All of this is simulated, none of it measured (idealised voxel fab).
process module | voxel released beams
cross-section cut | 160 nm wide | cells 5 nm
A cross-section is a grid of square cells, given in bands from the top down. A band is one or more rows of cells.
Each band's line starts with the height of the band's top and of its bottom, in nm. Then come its materials from left to right, each with its width in nm. One material with "throughout" fills the band from edge to edge. "air" is empty space.
Height 0 is the level under which the wafer as received is all one material. The lowest band goes on downwards, as in "0 down".
A width such as "30 to 40" changes by the same amount from each row of cells to the next, from the band's top row to its bottom row.
"no change" after a step means that no cell of the cross-section changed.
closed voids: empty space of 8 cells or more with no open way to the top, each as width x height at its distance from the left edge, in nm
after a step's settings: what the simulator itself notes on the step
overlay nm, on a step with a mask: how far to the right of its planned place the mask lay; to the left if negative
plan
1 op RECEIVE | material Si
2 op CONFORMAL_DEP | material Al2O3 | thk nm 10
3 op DIRECTIONAL_DEP | material SiO2 | thk nm 20
4 op DIRECTIONAL_DEP | material aC | thk nm 15
5 op PATTERN | tone open | mask id ANCHOR | material resist | width nm 25 | thk nm 30 | overlay nm 0
6 op DIRECTIONAL_ETCH | etch materials aC | depth nm 15
7 op STRIP | etch materials resist
8 op DIRECTIONAL_ETCH | etch materials SiO2 | depth nm 20
9 op STRIP | etch materials aC
10 op CONFORMAL_DEP | material W | thk nm 10
11 op PATTERN | tone cover | mask id BEAM | material resist | width nm 80 | thk nm 20 | overlay nm 0
12 op DIRECTIONAL_ETCH | etch materials W | depth nm 10
13 op STRIP | etch materials resist
14 op STRIP | etch materials SiO2
as received, after step 1
  0 down: Si throughout
  closed voids: none
first wafer at the end, as planned
  40 to 30: air 35 | W 15 | air 5 | W 60 | air 45
  30 to 20: air 40 | W 10 | air 5 | W 10 | air 95
  20 to 10: air 40 | W 25 | air 95
  10 to 0: Al2O3 throughout
  0 down: Si throughout
  closed voids: none
second wafer at the end: like start, like plan, one mistake
  40 to 30: air 35 | W 15 | air 10 | W 55 | air 45
  30 to 20: air 40 | W 10 | air 10 | W 10 | air 90
  20 to 10: air 40 | W 30 | air 90
  10 to 0: Al2O3 throughout
  0 down: Si throughout
  closed voids: none
what went wrong: step 5 ran as: op PATTERN | tone open | mask id ANCHOR | material resist | width nm 30 | thk nm 30 | overlay nm 0
at the end the second wafer has, in cells: as many of each material as the first, in other places
